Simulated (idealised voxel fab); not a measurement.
The following process module bears the name voxel self aligned contacts.
The cross-section on display is named cut; it measures 300 nm wide, and its cells are 5 nm squares.
Cross-section format: a grid of square cells, given as bands from top to bottom; each band is one or more rows of cells.
The band entry comprises the height of the band's top followed by the height of its bottom, expressed in nm, and subsequently the band's materials from left to right, each stated together with its width in nm. Where a single material is marked with the word "full width", that material fills the band from edge to edge. The word "empty" represents empty space.
Height datum 0, below which the as-received substrate wafer is one material. Lowest band open at the bottom, running downward: "0 -> down".
A width given as "30->40" starts at the first number in the band's top row and ends at the second number in its bottom row, shifting by an equal amount at every step from row to row.
Step note "no alterations made" = no cross-section cell changed.
Closed empty spaces (no open way to the top) of 8 cells or more are what "Enclosed internal voids" lists, each as width x height at distance from the left edge, nm for all three.
Note: text after step settings on the step line = simulator remark on that step.
overlay nm: mask offset rightward from planned place, masked step; negative means leftward offset.
The planned process steps are enumerated hereunder:
1,RECEIVE (material Si)
2,CONFORMAL_DEP (material SiO2; thk nm 5)
3,DIRECTIONAL_DEP (material polySi; thk nm 20)
4,DIRECTIONAL_DEP (material SiN; thk nm 25)
5,MASKED_ETCH (tone cover; mask id GATE; width nm 30; pitch nm 75; etch materials SiN; depth nm 25; overlay nm -15)
6,MASKED_ETCH (tone cover; mask id GATE; width nm 30; pitch nm 75; etch materials polySi; depth nm 20; overlay nm 0)
7,CONFORMAL_DEP (material SiN; thk nm 10)
8,DIRECTIONAL_ETCH (etch materials SiN; depth nm 10)
9,FILL_DEP (material SiO2; thk nm 15)
10,CMP (height nm 60)
11,DIRECTIONAL_DEP (material aC; thk nm 15)
12,PATTERN (tone open; mask id CONTACT; material resist; width nm 55; thk nm 30; overlay nm 0)
13,DIRECTIONAL_ETCH (etch materials aC; depth nm 15)
14,STRIP (etch materials resist)
15,DIRECTIONAL_ETCH (etch materials SiO2; depth nm 60)
16,STRIP (etch materials aC)
17,CONFORMAL_DEP (material TiN; thk nm 5)
18,FILL_DEP (material W; thk nm 10)
19,CMP (height nm 60)
20,CONFORMAL_DEP (material SiN; thk nm 5)
varied across the wafers: overlay nm of step 5. The plan shows the first wafer's value. All wafers start alike
As received, i.e. after step 1: cross-section through the first of several wafers:
* 0 -> down  Si full width
* Enclosed internal voids: none
Last step of the module is step 20; after it, the first of several wafers in cross-section:
* 65 -> 60  SiN full width
* 60 -> 50  SiO2: 120  TiN: 5  W: 45->15  TiN: 5->35  SiO2: 125
* 50 -> 30  SiO2: 70  SiN: 50  TiN: 5  W: 15  TiN: 5  SiN: 50  SiO2: 105
* 30 -> 25  SiO2: 70  SiN: 50  TiN: 25  SiN: 50  SiO2: 105
* 25 -> 5  SiO2: 70  SiN: 10  polySi: 45  SiN: 10  TiN: 10  SiN: 10  polySi: 45  SiN: 10  SiO2: 90
* 5 -> 0  SiO2: 135  TiN: 10  SiO2: 155
* 0 -> down  Si full width
* Enclosed internal voids: none
Showing the last wafer in cross-section at the end of the module:
* 65 -> 60  SiN full width
* 60 -> 50  SiO2: 120  TiN: 5->35  W: 45->15  TiN: 5  SiO2: 125
* 50 -> 30  SiO2: 100  SiN: 50  TiN: 5  W: 15  TiN: 5  SiN: 50  SiO2: 75
* 30 -> 25  SiO2: 100  SiN: 50  TiN: 25  SiN: 50  SiO2: 75
* 25 -> 5  SiO2: 85  SiN: 10  polySi: 45  SiN: 10  TiN: 10  SiN: 10  polySi: 45  SiN: 10  SiO2: 75
* 5 -> 0  SiO2: 150  TiN: 10  SiO2: 140
* 0 -> down  Si full width
* Enclosed internal voids: none
Basically each wafer gets a line in the table, showing it at the end of the module: material by material, the cells it gained (+) or lost (-) since we got it, then its closed voids:
overlay nm -15; +192 SiN; +459 SiO2; +33 TiN; +24 W; +72 polySi; Enclosed internal voids: none
overlay nm -10; +192 SiN; +462 SiO2; +33 TiN; +29 W; +64 polySi; Enclosed internal voids: none
overlay nm -5; +192 SiN; +465 SiO2; +33 TiN; +34 W; +56 polySi; Enclosed internal voids: none
overlay nm 0; +192 SiN; +468 SiO2; +33 TiN; +39 W; +48 polySi; Enclosed internal voids: none
overlay nm 5; +192 SiN; +465 SiO2; +33 TiN; +34 W; +56 polySi; Enclosed internal voids: none
overlay nm 10; +192 SiN; +462 SiO2; +33 TiN; +29 W; +64 polySi; Enclosed internal voids: none
overlay nm 15; +192 SiN; +459 SiO2; +33 TiN; +24 W; +72 polySi; Enclosed internal voids: none
